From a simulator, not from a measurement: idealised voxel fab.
The document below concerns the process module designated voxel transistor to metal.
For reference, the cross-section in this document is cut, with width 180 nm and square cells of 5 nm.
We lay out every cross-section as a grid of square cells and spell it out in bands from the top down, where one band means one or more rows of cells. Look at the band entry: it leads with the top's height and the bottom's height in nm. Then it lists the materials left to right, with a width in nm for each. The word "throughout" on a single material says that material fills the band edge to edge. The word "empty" is empty space. Heights are measured from 0, the level below which the as-received wafer is all one material; the lowest band has no bottom and continues downward, written as in "top 0, no bottom". A width such as "30..40" changes by the same amount from each row of cells to the next, from the band's top row to its bottom row. Take "everything unchanged" at face value: in the step it is given for, the cross-section changed in none of its cells. Entry "Entrapped voids". Content: empty spaces with no open connection to the top, size 8 cells or greater. Each: width x height at distance. Distance: from left edge. Unit: nm. Whatever follows a step's settings on its line is a remark the simulator itself makes about that step. Steps that use a mask can have "overlay nm" on their line. It says how far the mask sat to the right of where it was meant to be. Negative means to the left. Note on reading: below, each pair holds a cross-section from before one process step and one from after it; the one from after shows only down to the lowest band that changed. Beneath the pair, the step in between is stated along with its settings. The pairs can stem from different runs of this module on the same starting wafer. Where a pair's entry headed "Pre-step geometry" says so, and only there, that pair continues from the pair above it.
-- Pre-step geometry
	top 65, bottom 45: lowk: 45, then empty: 15, then lowk: 55, then empty: 15, then lowk: 50
	top 45, bottom 40: SiN: 45, then empty: 15, then SiN: 55, then empty: 15, then SiN: 50
	top 40, bottom 30: SiO2: 45, then TiN: 5, then Ru: 20..15, then TiN: 5..10, then SiO2: 25, then TiN: 5..10, then Ru: 20..15, then TiN: 5, then SiO2: 50
	top 30, bottom 15: SiO2: 45, then TiN: 5, then Ru: 15, then TiN: 5, then SiN: 5, then SiO2: 5, then SiCN: 15, then SiO2: 5, then SiN: 5, then TiN: 5, then Ru: 15, then TiN: 5, then SiO2: 50
	top 15, bottom 5: SiO2: 45, then TiN: 5, then Ru: 15, then TiN: 5, then SiN: 5, then SiO2: 5, then polySi: 15, then SiO2: 5, then SiN: 5, then TiN: 5, then Ru: 15..10, then TiN: 5..10, then SiO2: 50
	top 5, bottom 0: SiO2: 35, then SiN: 5, then SiO2: 5, then TiN: 5, then Ru: 5, then TiN: 15, then SiN: 5, then SiO2: 5, then polySi: 15, then SiO2: 5, then SiN: 5, then TiN: 20, then SiN: 5, then SiO2: 50
	top 0, bottom -5: SiO2: 35, then SiN: 5, then SiO2: 5, then TiN: 5, then Ru: 5, then TiN: 5, then SiGe: 10, then SiN: 5, then SiO2: 5, then polySi: 15, then SiO2: 5, then SiN: 5, then SiGe: 10, then TiN: 10, then SiN: 5, then SiO2: 50
	top -5, bottom -10: SiO2: 45, then TiN: 15, then SiGe: 10, then SiO2: 35, then SiGe: 10, then TiN: 10, then SiO2: 55
	top -10, bottom -20: SiO2: 40, then SiGe: 30, then Si: 35, then SiGe: 20, then SiO2: 55
	top -20, bottom -30: SiO2: 40, then Si: 85, then SiO2: 55
	top -30, no bottom: Si throughout
	Entrapped voids: none
-- Cross-Section Thereafter
	top 70, bottom 65: TiN: 50, then empty: 5, then TiN: 65, then empty: 5, then TiN: 55
	top 65, bottom 45: lowk: 45, then TiN: 5, then empty: 5, then TiN: 5, then lowk: 55, then TiN: 5, then empty: 5, then TiN: 5, then lowk: 50
	top 45, bottom 40: SiN: 45, then TiN: 15, then SiN: 55, then TiN: 15, then SiN: 50
	Heights below 40 show no change.
	Entrapped voids: none
Going from the before section above to the after section, the step was CONFORMAL_DEP,material TiN,thk nm 5
Pre-step geometry: just use the after drawing of the pair above as your starting point.
-- Cross-Section Thereafter
	top 75, bottom 70: Ru throughout
	top 70, bottom 65: TiN: 50, then Ru: 5, then TiN: 65, then Ru: 5, then TiN: 55
	top 65, bottom 45: lowk: 45, then TiN: 5, then Ru: 5, then TiN: 5, then lowk: 55, then TiN: 5, then Ru: 5, then TiN: 5, then lowk: 50
	Heights below 45 show no change.
	Entrapped voids: none
Going from the before section above to the after section, the step was FILL_DEP,material Ru,thk nm 5
Pre-step geometry: just use the after drawing of the pair above as your starting point.
-- Cross-Section Thereafter
	top 65, bottom 45: lowk: 45, then TiN: 5, then Ru: 5, then TiN: 5, then lowk: 55, then TiN: 5, then Ru: 5, then TiN: 5, then lowk: 50
	Heights below 45 show no change.
	Entrapped voids: none
Going from the before section above to the after section, the step was CMP,height nm 65
Pre-step geometry: just use the after drawing of the pair above as your starting point.
-- Cross-Section Thereafter
	top 70, bottom 65: empty: 40, then Ru: 25, then empty: 45, then Ru: 25, then empty: 45
	Heights below 65 show no change.
	Entrapped voids: none
Going from the before section above to the after section, the step was EPI,material Ru,thk nm 5
Pre-step geometry: just use the after drawing of the pair above as your starting point.
-- Cross-Section Thereafter
	top 75, bottom 70: SiCN throughout
	top 70, bottom 65: SiCN: 40, then Ru: 25, then SiCN: 45, then Ru: 25, then SiCN: 45
	Heights below 65 show no change.
	Entrapped voids: none
Going from the before section above to the after section, the step was FILL_DEP,material SiCN,thk nm 5
Pre-step geometry: just use the after drawing of the pair above as your starting point.
-- Cross-Section Thereafter
	top 105, bottom 75: lowk throughout
	Heights below 75 show no change.
	Entrapped voids: none
Going from the before section above to the after section, the step was DIRECTIONAL_DEP,material lowk,thk nm 30
Pre-step geometry: just use the after drawing of the pair above as your starting point.
-- Cross-Section Thereafter
	top 120, bottom 105: aC throughout
	Heights below 105 show no change.
	Entrapped voids: none
Going from the before section above to the after section, the step was DIRECTIONAL_DEP,material aC,thk nm 15
Pre-step geometry: just use the after drawing of the pair above as your starting point.
-- Cross-Section Thereafter
	top 155, bottom 120: resist: 45, then empty: 15, then resist: 55, then empty: 15, then resist: 50
	Heights below 120 show no change.
	Entrapped voids: none
Going from the before section above to the after section, the step was PATTERN,tone open,mask id METAL_2,material resist,width nm 15,pitch nm 70,thk nm 35,overlay nm 0
Pre-step geometry: just use the after drawing of the pair above as your starting point.
-- Cross-Section Thereafter
	top 140, bottom 120: resist: 45, then empty: 15, then resist: 55, then empty: 15, then resist: 50
	top 120, bottom 105: aC: 45, then empty: 15, then aC: 55, then empty: 15, then aC: 50
	Heights below 105 show no change.
	Entrapped voids: none
Going from the before section above to the after section, the step was DIRECTIONAL_ETCH,etch materials aC,depth nm 15
Pre-step geometry: just use the after drawing of the pair above as your starting point.
-- Cross-Section Thereafter
	top 120, bottom 105: aC: 45, then empty: 15, then aC: 55, then empty: 15, then aC: 50
	Heights below 105 show no change.
	Entrapped voids: none
Going from the before section above to the after section, the step was STRIP,etch materials resist
Pre-step geometry: just use the after drawing of the pair above as your starting point.
-- Cross-Section Thereafter
	top 120, bottom 105: aC: 45, then empty: 15, then aC: 55, then empty: 15, then aC: 50
	top 105, bottom 90: lowk: 45, then empty: 15, then lowk: 55, then empty: 15, then lowk: 50
	Heights below 90 show no change.
	Entrapped voids: none
Going from the before section above to the after section, the step was DIRECTIONAL_ETCH,etch materials lowk,depth nm 15
Pre-step geometry: just use the after drawing of the pair above as your starting point.
-- Cross-Section Thereafter
	top 105, bottom 90: lowk: 45, then empty: 15, then lowk: 55, then empty: 15, then lowk: 50
	Heights below 90 show no change.
	Entrapped voids: none
Going from the before section above to the after section, the step was STRIP,etch materials aC
Pre-step geometry: just use the after drawing of the pair above as your starting point.
-- Cross-Section Thereafter
	top 115, bottom 105: aC: 45, then empty: 15, then aC: 55, then empty: 15, then aC: 50
	top 105, bottom 100: lowk: 45, then empty: 15, then lowk: 55, then empty: 15, then lowk: 50
	top 100, bottom 90: lowk: 45, then aC: 15, then lowk: 55, then aC: 15, then lowk: 50
	Heights below 90 show no change.
	Entrapped voids: none
Going from the before section above to the after section, the step was DIRECTIONAL_DEP,material aC,thk nm 10
Pre-step geometry: just use the after drawing of the pair above as your starting point.
-- Cross-Section Thereafter
	top 145, bottom 115: resist: 45, then empty: 15, then resist: 55, then empty: 15, then resist: 50
	Heights below 115 show no change.
	Entrapped voids: none
Going from the before section above to the after section, the step was PATTERN,tone open,mask id METAL_2_HOLES,material resist,width nm 15,pitch nm 70,thk nm 30,overlay nm 0
Pre-step geometry: just use the after drawing of the pair above as your starting point.
-- Cross-Section Thereafter
	top 135, bottom 115: resist: 45, then empty: 15, then resist: 55, then empty: 15, then resist: 50
	top 115, bottom 105: aC: 45, then empty: 15, then aC: 55, then empty: 15, then aC: 50
	top 105, bottom 90: lowk: 45, then empty: 15, then lowk: 55, then empty: 15, then lowk: 50
	Heights below 90 show no change.
	Entrapped voids: none
Going from the before section above to the after section, the step was DIRECTIONAL_ETCH,etch materials aC,depth nm 10
Pre-step geometry: just use the after drawing of the pair above as your starting point.
-- Cross-Section Thereafter
	top 115, bottom 105: aC: 45, then empty: 15, then aC: 55, then empty: 15, then aC: 50
	Heights below 105 show no change.
	Entrapped voids: none
Going from the before section above to the after section, the step was STRIP,etch materials resist
Pre-step geometry: just use the after drawing of the pair above as your starting point.
-- Cross-Section Thereafter
	top 115, bottom 105: aC: 45, then empty: 15, then aC: 55, then empty: 15, then aC: 50
	top 105, bottom 75: lowk: 45, then empty: 15, then lowk: 55, then empty: 15, then lowk: 50
	Heights below 75 show no change.
	Entrapped voids: none
Going from the before section above to the after section, the step was DIRECTIONAL_ETCH,etch materials lowk,depth nm 15
Pre-step geometry: just use the after drawing of the pair above as your starting point.
-- Cross-Section Thereafter
	top 115, bottom 105: aC: 45, then empty: 15, then aC: 55, then empty: 15, then aC: 50
	top 105, bottom 75: lowk: 45, then empty: 15, then lowk: 55, then empty: 15, then lowk: 50
	top 75, bottom 70: SiCN: 45, then empty: 15, then SiCN: 55, then empty: 15, then SiCN: 50
	Heights below 70 show no change.
	Entrapped voids: none
Going from the before section above to the after section, the step was DIRECTIONAL_ETCH,etch materials SiCN,depth nm 5
Pre-step geometry: just use the after drawing of the pair above as your starting point.
-- Cross-Section Thereafter
	top 105, bottom 75: lowk: 45, then empty: 15, then lowk: 55, then empty: 15, then lowk: 50
	Heights below 75 show no change.
	Entrapped voids: none
Going from the before section above to the after section, the step was STRIP,etch materials aC
Pre-step geometry: just use the after drawing of the pair above as your starting point.
-- Cross-Section Thereafter
	top 110, bottom 105: TiN: 50, then empty: 5, then TiN: 65, then empty: 5, then TiN: 55
	top 105, bottom 75: lowk: 45, then TiN: 5, then empty: 5, then TiN: 5, then lowk: 55, then TiN: 5, then empty: 5, then TiN: 5, then lowk: 50
	top 75, bottom 70: SiCN: 45, then TiN: 15, then SiCN: 55, then TiN: 15, then SiCN: 50
	Heights below 70 show no change.
	Entrapped voids: none
Going from the before section above to the after section, the step was CONFORMAL_DEP,material TiN,thk nm 5
Pre-step geometry: just use the after drawing of the pair above as your starting point.
-- Cross-Section Thereafter
	top 115, bottom 110: Cu throughout
	top 110, bottom 105: TiN: 50, then Cu: 5, then TiN: 65, then Cu: 5, then TiN: 55
	top 105, bottom 75: lowk: 45, then TiN: 5, then Cu: 5, then TiN: 5, then lowk: 55, then TiN: 5, then Cu: 5, then TiN: 5, then lowk: 50
	Heights below 75 show no change.
	Entrapped voids: none
Going from the before section above to the after section, the step was FILL_DEP,material Cu,thk nm 5
Pre-step geometry: just use the after drawing of the pair above as your starting point.
-- Cross-Section Thereafter
	top 105, bottom 75: lowk: 45, then TiN: 5, then Cu: 5, then TiN: 5, then lowk: 55, then TiN: 5, then Cu: 5, then TiN: 5, then lowk: 50
	Heights below 75 show no change.
	Entrapped voids: none
Going from the before section above to the after section, the step was CMP,height nm 105
Pre-step geometry: just use the after drawing of the pair above as your starting point.
-- Cross-Section Thereafter
	top 110, bottom 105: SiCN throughout
	Heights below 105 show no change.
	Entrapped voids: none
Going from the before section above to the after section, the step was CONFORMAL_DEP,material SiCN,thk nm 5
-- Pre-step geometry
	top 30, bottom 15: empty: 80, then SiCN: 15, then empty: 85
	top 15, bottom 5: empty: 80, then polySi: 15, then empty: 85
	top 5, bottom -5: SiO2: 35, then empty: 45, then polySi: 15, then empty: 45, then SiO2: 40
	top -5, bottom -10: SiO2 throughout
	top -10, bottom -30: SiO2: 45, then Si: 85, then SiO2: 50
	top -30, no bottom: Si throughout
	Entrapped voids: none
-- Cross-Section Thereafter
	top 35, bottom 30: empty: 75, then SiN: 25, then empty: 80
	top 30, bottom 15: empty: 75, then SiN: 5, then SiCN: 15, then SiN: 5, then empty: 80
	top 15, bottom 10: empty: 75, then SiN: 5, then polySi: 15, then SiN: 5, then empty: 80
	top 10, bottom 5: SiN: 40, then empty: 35, then SiN: 5, then polySi: 15, then SiN: 5, then empty: 35, then SiN: 45
	top 5, bottom 0: SiO2: 35, then SiN: 5, then empty: 35, then SiN: 5, then polySi: 15, then SiN: 5, then empty: 35, then SiN: 5, then SiO2: 40
	top 0, bottom -5: SiO2: 35, then SiN: 45, then polySi: 15, then SiN: 45, then SiO2: 40
	Heights below -5 show no change.
	Entrapped voids: none
Going from the before section above to the after section, the step was CONFORMAL_DEP,material SiN,thk nm 5
Pre-step geometry: just use the after drawing of the pair above as your starting point.
-- Cross-Section Thereafter
	top 40, bottom 30: empty: 70, then SiN: 35, then empty: 75
	top 30, bottom 15: empty: 70, then SiN: 10, then SiCN: 15, then SiN: 10, then empty: 75
	top 15, bottom 5: SiN: 45, then empty: 25, then SiN: 10, then polySi: 15, then SiN: 10, then empty: 25, then SiN: 50
	top 5, bottom -5: SiO2: 35, then SiN: 45, then polySi: 15, then SiN: 45, then SiO2: 40
	Heights below -5 show no change.
	Entrapped voids: none
Going from the before section above to the after section, the step was CONFORMAL_DEP,material SiN,thk nm 5
Pre-step geometry: just use the after drawing of the pair above as your starting point.
-- Cross-Section Thereafter
	top 35, bottom 30: empty: 70, then SiN: 35, then empty: 75
	top 30, bottom 15: empty: 70, then SiN: 10, then SiCN: 15, then SiN: 10, then empty: 75
	top 15, bottom 10: empty: 70, then SiN: 10, then polySi: 15, then SiN: 10, then empty: 75
	top 10, bottom 5: SiN: 45, then empty: 25, then SiN: 10, then polySi: 15, then SiN: 10, then empty: 25, then SiN: 50
	top 5, bottom 0: SiO2: 35, then SiN: 10, then empty: 25, then SiN: 10, then polySi: 15, then SiN: 10, then empty: 25, then SiN: 10, then SiO2: 40
	Heights below 0 show no change.
	Entrapped voids: none
Going from the before section above to the after section, the step was DIRECTIONAL_ETCH,etch materials SiN,depth nm 5
Pre-step geometry: just use the after drawing of the pair above as your starting point.
-- Cross-Section Thereafter
	top 45, bottom 35: SiO2 throughout
	top 35, bottom 30: SiO2: 70, then SiN: 35, then SiO2: 75
	top 30, bottom 15: SiO2: 70, then SiN: 10, then SiCN: 15, then SiN: 10, then SiO2: 75
	top 15, bottom 10: SiO2: 70, then SiN: 10, then polySi: 15, then SiN: 10, then SiO2: 75
	top 10, bottom 5: SiN: 45, then SiO2: 25, then SiN: 10, then polySi: 15, then SiN: 10, then SiO2: 25, then SiN: 50
	top 5, bottom 0: SiO2: 35, then SiN: 10, then SiO2: 25, then SiN: 10, then polySi: 15, then SiN: 10, then SiO2: 25, then SiN: 10, then SiO2: 40
	Heights below 0 show no change.
	Entrapped voids: none
Going from the before section above to the after section, the step was FILL_DEP,material SiO2,thk nm 10
Pre-step geometry: just use the after drawing of the pair above as your starting point.
-- Cross-Section Thereafter
	top 30, bottom 15: SiO2: 70, then SiN: 10, then SiCN: 15, then SiN: 10, then SiO2: 75
	Heights below 15 show no change.
	Entrapped voids: none
Going from the before section above to the after section, the step was CMP,height nm 30
Pre-step geometry: just use the after drawing of the pair above as your starting point.
-- Cross-Section Thereafter
	top 40, bottom 30: SiO2 throughout
	Heights below 30 show no change.
	Entrapped voids: none
Going from the before section above to the after section, the step was DIRECTIONAL_DEP,material SiO2,thk nm 10
Pre-step geometry: just use the after drawing of the pair above as your starting point.
-- Cross-Section Thereafter
	top 50, bottom 40: aC throughout
	Heights below 40 show no change.
	Entrapped voids: none
Going from the before section above to the after section, the step was DIRECTIONAL_DEP,material aC,thk nm 10
Pre-step geometry: just use the after drawing of the pair above as your starting point.
-- Cross-Section Thereafter
	top 75, bottom 50: resist: 45, then empty: 30, then resist: 25, then empty: 30, then resist: 50
	Heights below 50 show no change.
	Entrapped voids: none
Going from the before section above to the after section, the step was PATTERN,tone open,mask id CONTACT,material resist,width nm 30,pitch nm 55,thk nm 25,overlay nm 0
Pre-step geometry: just use the after drawing of the pair above as your starting point.
-- Cross-Section Thereafter
	top 65, bottom 50: resist: 45, then empty: 30, then resist: 25, then empty: 30, then resist: 50
	top 50, bottom 40: aC: 45, then empty: 30, then aC: 25, then empty: 30, then aC: 50
	Heights below 40 show no change.
	Entrapped voids: none
Going from the before section above to the after section, the step was DIRECTIONAL_ETCH,etch materials aC,depth nm 10
Pre-step geometry: just use the after drawing of the pair above as your starting point.
-- Cross-Section Thereafter
	top 50, bottom 40: aC: 45, then empty: 30, then aC: 25, then empty: 30, then aC: 50
	Heights below 40 show no change.
	Entrapped voids: none
Going from the before section above to the after section, the step was STRIP,etch materials resist
Pre-step geometry: just use the after drawing of the pair above as your starting point.
-- Cross-Section Thereafter
	top 50, bottom 40: aC: 45, then empty: 30, then aC: 25, then empty: 30, then aC: 50
	top 40, bottom 30: SiO2: 45, then empty: 30, then SiO2: 25, then empty: 30, then SiO2: 50
	top 30, bottom 15: SiO2: 45, then empty: 25, then SiN: 10, then SiCN: 15, then SiN: 10, then empty: 25, then SiO2: 50
	top 15, bottom 10: SiO2: 45, then empty: 25, then SiN: 10, then polySi: 15, then SiN: 10, then empty: 25, then SiO2: 50
	top 10, bottom 5: SiN: 45, then empty: 25, then SiN: 10, then polySi: 15, then SiN: 10, then empty: 25, then SiN: 50
	top 5, bottom 0: SiO2: 35, then SiN: 10, then empty: 25, then SiN: 10, then polySi: 15, then SiN: 10, then empty: 25, then SiN: 10, then SiO2: 40
	Heights below 0 show no change.
	Entrapped voids: none
Going from the before section above to the after section, the step was DIRECTIONAL_ETCH,etch materials SiO2,depth nm 50
Pre-step geometry: just use the after drawing of the pair above as your starting point.
-- Cross-Section Thereafter
	top 40, bottom 30: SiO2: 45, then empty: 30, then SiO2: 25, then empty: 30, then SiO2: 50
	Heights below 30 show no change.
	Entrapped voids: none
Going from the before section above to the after section, the step was STRIP,etch materials aC
Pre-step geometry: just use the after drawing of the pair above as your starting point.
-- Cross-Section Thereafter
	top 45, bottom 40: TiN: 50, then empty: 20, then TiN: 35, then empty: 20, then TiN: 55
	top 40, bottom 30: SiO2: 45, then TiN: 5, then empty: 20..15, then TiN: 5..10, then SiO2: 25, then TiN: 5..10, then empty: 20..15, then TiN: 5, then SiO2: 50
	top 30, bottom 15: SiO2: 45, then TiN: 5, then empty: 15, then TiN: 5, then SiN: 10, then SiCN: 15, then SiN: 10, then TiN: 5, then empty: 15, then TiN: 5, then SiO2: 50
	top 15, bottom 10: SiO2: 45, then TiN: 5, then empty: 15, then TiN: 5, then SiN: 10, then polySi: 15, then SiN: 10, then TiN: 5, then empty: 15, then TiN: 5, then SiO2: 50
	top 10, bottom 5: SiN: 45, then TiN: 5, then empty: 15, then TiN: 5, then SiN: 10, then polySi: 15, then SiN: 10, then TiN: 5, then empty: 15, then TiN: 5, then SiN: 50
	top 5, bottom 0: SiO2: 35, then SiN: 10, then TiN: 25, then SiN: 10, then polySi: 15, then SiN: 10, then TiN: 25, then SiN: 10, then SiO2: 40
	Heights below 0 show no change.
	Entrapped voids: none
Going from the before section above to the after section, the step was CONFORMAL_DEP,material TiN,thk nm 5
Pre-step geometry: just use the after drawing of the pair above as your starting point.
-- Cross-Section Thereafter
	top 55, bottom 45: Ru throughout
	top 45, bottom 40: TiN: 50, then Ru: 20, then TiN: 35, then Ru: 20, then TiN: 55
	top 40, bottom 30: SiO2: 45, then TiN: 5, then Ru: 20..15, then TiN: 5..10, then SiO2: 25, then TiN: 5..10, then Ru: 20..15, then TiN: 5, then SiO2: 50
	top 30, bottom 15: SiO2: 45, then TiN: 5, then Ru: 15, then TiN: 5, then SiN: 10, then SiCN: 15, then SiN: 10, then TiN: 5, then Ru: 15, then TiN: 5, then SiO2: 50
	top 15, bottom 10: SiO2: 45, then TiN: 5, then Ru: 15, then TiN: 5, then SiN: 10, then polySi: 15, then SiN: 10, then TiN: 5, then Ru: 15, then TiN: 5, then SiO2: 50
	top 10, bottom 5: SiN: 45, then TiN: 5, then Ru: 15, then TiN: 5, then SiN: 10, then polySi: 15, then SiN: 10, then TiN: 5, then Ru: 15, then TiN: 5, then SiN: 50
	Heights below 5 show no change.
	Entrapped voids: none
Going from the before section above to the after section, the step was FILL_DEP,material Ru,thk nm 10
Pre-step geometry: just use the after drawing of the pair above as your starting point.
-- Cross-Section Thereafter
	top 40, bottom 30: SiO2: 45, then TiN: 5, then Ru: 20..15, then TiN: 5..10, then SiO2: 25, then TiN: 5..10, then Ru: 20..15, then TiN: 5, then SiO2: 50
	Heights below 30 show no change.
	Entrapped voids: none
Going from the before section above to the after section, the step was CMP,height nm 40
Pre-step geometry: just use the after drawing of the pair above as your starting point.
-- Cross-Section Thereafter
	top 45, bottom 40: SiN throughout
	Heights below 40 show no change.
	Entrapped voids: none
Going from the before section above to the after section, the step was CONFORMAL_DEP,material SiN,thk nm 5
Pre-step geometry: just use the after drawing of the pair above as your starting point.
-- Cross-Section Thereafter
	top 65, bottom 45: lowk throughout
	Heights below 45 show no change.
	Entrapped voids: none
Going from the before section above to the after section, the step was DIRECTIONAL_DEP,material lowk,thk nm 20
Pre-step geometry: just use the after drawing of the pair above as your starting point.
-- Cross-Section Thereafter
	top 85, bottom 65: resist: 45, then empty: 15, then resist: 55, then empty: 15, then resist: 50
	Heights below 65 show no change.
	Entrapped voids: none
Going from the before section above to the after section, the step was PATTERN,tone open,mask id METAL_1,material resist,width nm 15,pitch nm 70,thk nm 20,overlay nm 0
Pre-step geometry: just use the after drawing of the pair above as your starting point.
-- Cross-Section Thereafter
	top 85, bottom 65: resist: 45, then empty: 15, then resist: 55, then empty: 15, then resist: 50
	top 65, bottom 45: lowk: 45, then empty: 15, then lowk: 55, then empty: 15, then lowk: 50
	Heights below 45 show no change.
	Entrapped voids: none
Going from the before section above to the after section, the step was DIRECTIONAL_ETCH,etch materials lowk,depth nm 20
Pre-step geometry: just use the after drawing of the pair above as your starting point.
-- Cross-Section Thereafter
	top 85, bottom 65: resist: 45, then empty: 15, then resist: 55, then empty: 15, then resist: 50
	top 65, bottom 45: lowk: 45, then empty: 15, then lowk: 55, then empty: 15, then lowk: 50
	top 45, bottom 40: SiN: 45, then empty: 15, then SiN: 55, then empty: 15, then SiN: 50
	Heights below 40 show no change.
	Entrapped voids: none
Going from the before section above to the after section, the step was DIRECTIONAL_ETCH,etch materials SiN,depth nm 5
Pre-step geometry: just use the after drawing of the pair above as your starting point.
-- Cross-Section Thereafter
	top 65, bottom 45: lowk: 45, then empty: 15, then lowk: 55, then empty: 15, then lowk: 50
	Heights below 45 show no change.
	Entrapped voids: none
Going from the before section above to the after section, the step was STRIP,etch materials resist
Pre-step geometry: just use the after drawing of the pair above as your starting point.
-- Cross-Section Thereafter
	top 70, bottom 65: TiN: 50, then empty: 5, then TiN: 65, then empty: 5, then TiN: 55
	top 65, bottom 45: lowk: 45, then TiN: 5, then empty: 5, then TiN: 5, then lowk: 55, then TiN: 5, then empty: 5, then TiN: 5, then lowk: 50
	top 45, bottom 40: SiN: 45, then TiN: 15, then SiN: 55, then TiN: 15, then SiN: 50
	Heights below 40 show no change.
	Entrapped voids: none
Going from the before section above to the after section, the step was CONFORMAL_DEP,material TiN,thk nm 5
Pre-step geometry: just use the after drawing of the pair above as your starting point.
-- Cross-Section Thereafter
	top 75, bottom 70: Ru throughout
	top 70, bottom 65: TiN: 50, then Ru: 5, then TiN: 65, then Ru: 5, then TiN: 55
	top 65, bottom 45: lowk: 45, then TiN: 5, then Ru: 5, then TiN: 5, then lowk: 55, then TiN: 5, then Ru: 5, then TiN: 5, then lowk: 50
	Heights below 45 show no change.
	Entrapped voids: none
Going from the before section above to the after section, the step was FILL_DEP,material Ru,thk nm 5
Pre-step geometry: just use the after drawing of the pair above as your starting point.
-- Cross-Section Thereafter
	top 65, bottom 45: lowk: 45, then TiN: 5, then Ru: 5, then TiN: 5, then lowk: 55, then TiN: 5, then Ru: 5, then TiN: 5, then lowk: 50
	Heights below 45 show no change.
	Entrapped voids: none
Going from the before section above to the after section, the step was CMP,height nm 65
Pre-step geometry: just use the after drawing of the pair above as your starting point.
-- Cross-Section Thereafter
	top 70, bottom 65: empty: 40, then Ru: 25, then empty: 45, then Ru: 25, then empty: 45
	Heights below 65 show no change.
	Entrapped voids: none
Going from the before section above to the after section, the step was EPI,material Ru,thk nm 5
Pre-step geometry: just use the after drawing of the pair above as your starting point.
-- Cross-Section Thereafter
	top 75, bottom 70: SiCN throughout
	top 70, bottom 65: SiCN: 40, then Ru: 25, then SiCN: 45, then Ru: 25, then SiCN: 45
	Heights below 65 show no change.
	Entrapped voids: none
Going from the before section above to the after section, the step was FILL_DEP,material SiCN,thk nm 5
Pre-step geometry: just use the after drawing of the pair above as your starting point.
-- Cross-Section Thereafter
	top 105, bottom 75: lowk throughout
	Heights below 75 show no change.
	Entrapped voids: none
Going from the before section above to the after section, the step was DIRECTIONAL_DEP,material lowk,thk nm 30
Pre-step geometry: just use the after drawing of the pair above as your starting point.
-- Cross-Section Thereafter
	top 120, bottom 105: aC throughout
	Heights below 105 show no change.
	Entrapped voids: none
Going from the before section above to the after section, the step was DIRECTIONAL_DEP,material aC,thk nm 15
Pre-step geometry: just use the after drawing of the pair above as your starting point.
-- Cross-Section Thereafter
	top 155, bottom 120: resist: 45, then empty: 15, then resist: 55, then empty: 15, then resist: 50
	Heights below 120 show no change.
	Entrapped voids: none
Going from the before section above to the after section, the step was PATTERN,tone open,mask id METAL_2,material resist,width nm 15,pitch nm 70,thk nm 35,overlay nm 0
Pre-step geometry: just use the after drawing of the pair above as your starting point.
-- Cross-Section Thereafter
	top 140, bottom 120: resist: 45, then empty: 15, then resist: 55, then empty: 15, then resist: 50
	top 120, bottom 105: aC: 45, then empty: 15, then aC: 55, then empty: 15, then aC: 50
	Heights below 105 show no change.
	Entrapped voids: none
Going from the before section above to the after section, the step was DIRECTIONAL_ETCH,etch materials aC,depth nm 15
Pre-step geometry: just use the after drawing of the pair above as your starting point.
-- Cross-Section Thereafter
	top 120, bottom 105: aC: 45, then empty: 15, then aC: 55, then empty: 15, then aC: 50
	Heights below 105 show no change.
	Entrapped voids: none
Going from the before section above to the after section, the step was STRIP,etch materials resist
Pre-step geometry: just use the after drawing of the pair above as your starting point.
-- Cross-Section Thereafter
	top 120, bottom 105: aC: 45, then empty: 15, then aC: 55, then empty: 15, then aC: 50
	top 105, bottom 90: lowk: 45, then empty: 15, then lowk: 55, then empty: 15, then lowk: 50
	Heights below 90 show no change.
	Entrapped voids: none
Going from the before section above to the after section, the step was DIRECTIONAL_ETCH,etch materials lowk,depth nm 15
Pre-step geometry: just use the after drawing of the pair above as your starting point.
-- Cross-Section Thereafter
	top 105, bottom 90: lowk: 45, then empty: 15, then lowk: 55, then empty: 15, then lowk: 50
	Heights below 90 show no change.
	Entrapped voids: none
Going from the before section above to the after section, the step was STRIP,etch materials aC
Pre-step geometry: just use the after drawing of the pair above as your starting point.
-- Cross-Section Thereafter
	top 115, bottom 105: aC: 45, then empty: 15, then aC: 55, then empty: 15, then aC: 50
	top 105, bottom 100: lowk: 45, then empty: 15, then lowk: 55, then empty: 15, then lowk: 50
	top 100, bottom 90: lowk: 45, then aC: 15, then lowk: 55, then aC: 15, then lowk: 50
	Heights below 90 show no change.
	Entrapped voids: none
Going from the before section above to the after section, the step was DIRECTIONAL_DEP,material aC,thk nm 10
Pre-step geometry: just use the after drawing of the pair above as your starting point.
-- Cross-Section Thereafter
	top 145, bottom 115: resist: 45, then empty: 15, then resist: 55, then empty: 15, then resist: 50
	Heights below 115 show no change.
	Entrapped voids: none
Going from the before section above to the after section, the step was PATTERN,tone open,mask id METAL_2_HOLES,material resist,width nm 15,pitch nm 70,thk nm 30,overlay nm 0
Pre-step geometry: just use the after drawing of the pair above as your starting point.
-- Cross-Section Thereafter
	top 135, bottom 115: resist: 45, then empty: 15, then resist: 55, then empty: 15, then resist: 50
	top 115, bottom 105: aC: 45, then empty: 15, then aC: 55, then empty: 15, then aC: 50
	top 105, bottom 90: lowk: 45, then empty: 15, then lowk: 55, then empty: 15, then lowk: 50
	Heights below 90 show no change.
	Entrapped voids: none
Going from the before section above to the after section, the step was DIRECTIONAL_ETCH,etch materials aC,depth nm 10
Pre-step geometry: just use the after drawing of the pair above as your starting point.
-- Cross-Section Thereafter
	top 115, bottom 105: aC: 45, then empty: 15, then aC: 55, then empty: 15, then aC: 50
	Heights below 105 show no change.
	Entrapped voids: none
Going from the before section above to the after section, the step was STRIP,etch materials resist
Pre-step geometry: just use the after drawing of the pair above as your starting point.
-- Cross-Section Thereafter
	top 115, bottom 105: aC: 45, then empty: 15, then aC: 55, then empty: 15, then aC: 50
	top 105, bottom 75: lowk: 45, then empty: 15, then lowk: 55, then empty: 15, then lowk: 50
	Heights below 75 show no change.
	Entrapped voids: none
Going from the before section above to the after section, the step was DIRECTIONAL_ETCH,etch materials lowk,depth nm 15
Pre-step geometry: just use the after drawing of the pair above as your starting point.
-- Cross-Section Thereafter
	top 115, bottom 105: aC: 45, then empty: 15, then aC: 55, then empty: 15, then aC: 50
	top 105, bottom 75: lowk: 45, then empty: 15, then lowk: 55, then empty: 15, then lowk: 50
	top 75, bottom 70: SiCN: 45, then empty: 15, then SiCN: 55, then empty: 15, then SiCN: 50
	Heights below 70 show no change.
	Entrapped voids: none
Going from the before section above to the after section, the step was DIRECTIONAL_ETCH,etch materials SiCN,depth nm 5
Pre-step geometry: just use the after drawing of the pair above as your starting point.
-- Cross-Section Thereafter
	top 105, bottom 75: lowk: 45, then empty: 15, then lowk: 55, then empty: 15, then lowk: 50
	Heights below 75 show no change.
	Entrapped voids: none
Going from the before section above to the after section, the step was STRIP,etch materials aC
